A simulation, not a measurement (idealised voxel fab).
The following is a process module called voxel fin reveal.
FYI the section here is cut, 300 nm wide, cells are 5 nm squares.
Notation: cross-section as square-cell grid; stated in bands, top first, going down; one or more cell rows per band.
The band entry comprises the height of the band's top followed by the height of its bottom, expressed in nm, and subsequently the band's materials from left to right, each stated together with its width in nm. Where a single material is marked with the word "throughout", that material fills the band from edge to edge. The word "blank" represents empty space.
It should be noted that heights are counted from 0, beneath which the wafer as supplied is of one material throughout, and that the lowest band possesses no lower boundary but continues downward, as written in "0 -> down".
Read "30 to 40" as a graded width: first number on top, second number at the bottom, same change between each pair of neighbouring rows.
Where the words "nothing got changed" appear for a step, the cross-section shows no cell changed by that step; every cell remained as before.
Empty spaces without an open route to the top, at least 8 cells in extent, make up the entry "Fully sealed voids"; each is given as width x height at distance, where the distance is measured from the left edge, and all are in nm.
It should be noted that, on the line of a given step, the content following the step's settings is a remark produced by the simulator itself with respect to that step.
"overlay nm" on a masked step: distance the mask lay right of its planned place, negative for left.
These are the steps we planned for the process
1,op RECEIVE | material Si
2,op CONFORMAL_DEP | material SiN | thk nm 10
3,op PATTERN | tone cover | mask id FINS | material resist | width nm 15 | pitch nm 35 | thk nm 15 | overlay nm 0
4,op DIRECTIONAL_ETCH | etch materials SiN | depth nm 10
5,op DIRECTIONAL_ETCH | etch materials Si | depth nm 35
6,op STRIP | etch materials resist
7,op FILL_DEP | material SiO2 | thk nm 10
8,op CMP | height nm 10
9,op SELECTIVE_ETCH | etch materials SiO2 | depth nm 35
10,op STRIP | etch materials SiN
11,op CONFORMAL_DEP | material SiO2 | thk nm 5
Cross-section: wafer on arrival = after step 1
* 0 -> down: Si throughout
* Fully sealed voids: none
What the wafer looks like in cross-section after this module, when it starts as shown above and follows the plan above but one mistake is made in running it
* 5 -> 0: blank 100 nm, SiO2 25 nm, blank 10 nm, SiO2 25 nm, blank 10 nm, SiO2 25 nm, blank 105 nm
* 0 -> -20: blank 100 nm, SiO2 5 nm, Si 15 nm, SiO2 5 nm, blank 10 nm, SiO2 5 nm, Si 15 nm, SiO2 5 nm, blank 10 nm, SiO2 5 nm, Si 15 nm, SiO2 5 nm, blank 105 nm
* -20 -> -30: SiO2 75 nm, blank 25 nm, SiO2 5 nm, Si 15 nm, SiO2 5 nm, blank 10 nm, SiO2 5 nm, Si 15 nm, SiO2 5 nm, blank 10 nm, SiO2 5 nm, Si 15 nm, SiO2 5 nm, blank 25 nm, SiO2 80 nm
* -30 -> -35: SiO2 105 nm, Si 15 nm, SiO2 20 nm, Si 15 nm, SiO2 20 nm, Si 15 nm, SiO2 110 nm
* -35 -> down: Si throughout
* Fully sealed voids: none
What went wrong in running the wafer? a sequencing error occurred in which plan steps 9 and 10 were transposed
